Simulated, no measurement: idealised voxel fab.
A process module follows: voxel self aligned contacts.
Displayed cross-section: cut, width of 230 nm, square cells sized 5 nm.
Cross-section layout: square cells on a grid; listed as bands, top to bottom; a band spans one or more cell rows.
Heads up on the band format: heights come first, top then bottom, in nm. After that it's the materials left to right, each with its width in nm. A single material flagged "throughout" fills the whole band edge to edge, and "empty" means there's empty space there.
Heights are expressed relative to 0, this being the level below which the as-received wafer comprises one material exclusively. The lowest band is unbounded in the downward direction and is denoted as in "0 down".
Quick explanation for "30..40": the width changes in equal steps down the rows of cells, from the first number in the band's top row to the second number in its bottom row.
"everything unchanged", as given for a step, is the statement that not any cell of the cross-section underwent a change during that step.
"Sealed internal voids" enumerates empty spaces isolated from the top, with no open way to it, that contain at least 8 cells, giving each as width x height at distance from the left edge, all three in nm.
Text after the settings on a step's line: the simulator's own remark on that step.
Among the settings permitted on a step's line is "overlay nm"; applied to a step with a mask, it specifies the extent to which the mask lay to the right of its planned position, whereas a negative figure signifies a position to the left.
LIST OF PLANNED PROCESS STEPS
1) RECEIVE with material Si
2) OXIDIZE with depth nm 5
3) DIRECTIONAL_DEP with material polySi, thk nm 30
4) DIRECTIONAL_DEP with material SiN, thk nm 20
5) MASKED_ETCH with tone cover, mask id GATE, width nm 30, pitch nm 75, etch materials SiN, depth nm 20, overlay nm 0
6) MASKED_ETCH with tone cover, mask id GATE, width nm 30, pitch nm 75, etch materials polySi, depth nm 30, overlay nm 0
7) CONFORMAL_DEP with material SiN, thk nm 10
8) DIRECTIONAL_ETCH with etch materials SiN, depth nm 10
9) FILL_DEP with material SiO2, thk nm 15
10) CMP with height nm 55
11) DIRECTIONAL_DEP with material aC, thk nm 15
12) PATTERN with tone open, mask id CONTACT, material resist, width nm 55, pitch nm 75, thk nm 35, overlay nm 0
13) DIRECTIONAL_ETCH with etch materials aC, depth nm 15
14) STRIP with etch materials resist
15) DIRECTIONAL_ETCH with etch materials SiO2, depth nm 60
16) STRIP with etch materials aC
17) CONFORMAL_DEP with material TiN, thk nm 5
18) FILL_DEP with material Ru, thk nm 5
19) CMP with height nm 55
20) CONFORMAL_DEP with material SiCN, thk nm 5
WAFER CROSS-SECTION ON RECEIPT, I.E. AFTER STEP 1
	0 down: Si throughout
	Sealed internal voids: none
END-OF-MODULE CROSS-SECTION OF THE FIRST OF TWO WAFERS, PROCESSED AS PLANNED
	60 to 55: SiCN throughout
	55 to 50: 50 nm SiO2  20 nm TiN  15 nm Ru  20 nm TiN  20 nm SiO2  20 nm TiN  15 nm Ru  20 nm TiN  50 nm SiO2
	50 to 30: 15 nm SiO2  50 nm SiN  5 nm TiN  15 nm Ru  5 nm TiN  50 nm SiN  5 nm TiN  15 nm Ru  5 nm TiN  50 nm SiN  15 nm SiO2
	30 to 0: 15 nm SiO2  10 nm SiN  30 nm polySi  10 nm SiN  5 nm TiN  15 nm Ru  5 nm TiN  10 nm SiN  30 nm polySi  10 nm SiN  5 nm TiN  15 nm Ru  5 nm TiN  10 nm SiN  30 nm polySi  10 nm SiN  15 nm SiO2
	0 to -5: 65 nm SiO2  25 nm TiN  50 nm SiO2  25 nm TiN  65 nm SiO2
	-5 down: Si throughout
	Sealed internal voids: none
SECOND WAFER AT THE END: LIKE START, LIKE PLAN, ONE MISTAKE
	60 to 55: SiCN throughout
	55 to 45: 50 nm SiO2  5 nm TiN  45 nm Ru  5 nm TiN  20 nm SiO2  5 nm TiN  45 nm Ru  5 nm TiN  50 nm SiO2
	45 to 40: 50 nm SiO2  10 nm TiN  35 nm Ru  10 nm TiN  20 nm SiO2  10 nm TiN  35 nm Ru  10 nm TiN  50 nm SiO2
	40 to 30: 25 nm SiO2  30 nm SiN  5 nm TiN  35 nm Ru  5 nm TiN  30 nm SiN  5 nm TiN  35 nm Ru  5 nm TiN  30 nm SiN  25 nm SiO2
	30 to 0: 25 nm SiO2  30 nm polySi  5 nm TiN  35 nm Ru  5 nm TiN  30 nm polySi  5 nm TiN  35 nm Ru  5 nm TiN  30 nm polySi  25 nm SiO2
	0 to -5: 55 nm SiO2  45 nm TiN  30 nm SiO2  45 nm TiN  55 nm SiO2
	-5 down: Si throughout
	Sealed internal voids: none
Here's what went sideways: heads up, step 7 of the plan was skipped and never actually ran
Wrapping up, a cell-based count of both wafers puts the second over or under the first for these materials: Ru +96, SiN -156, SiO2 +60
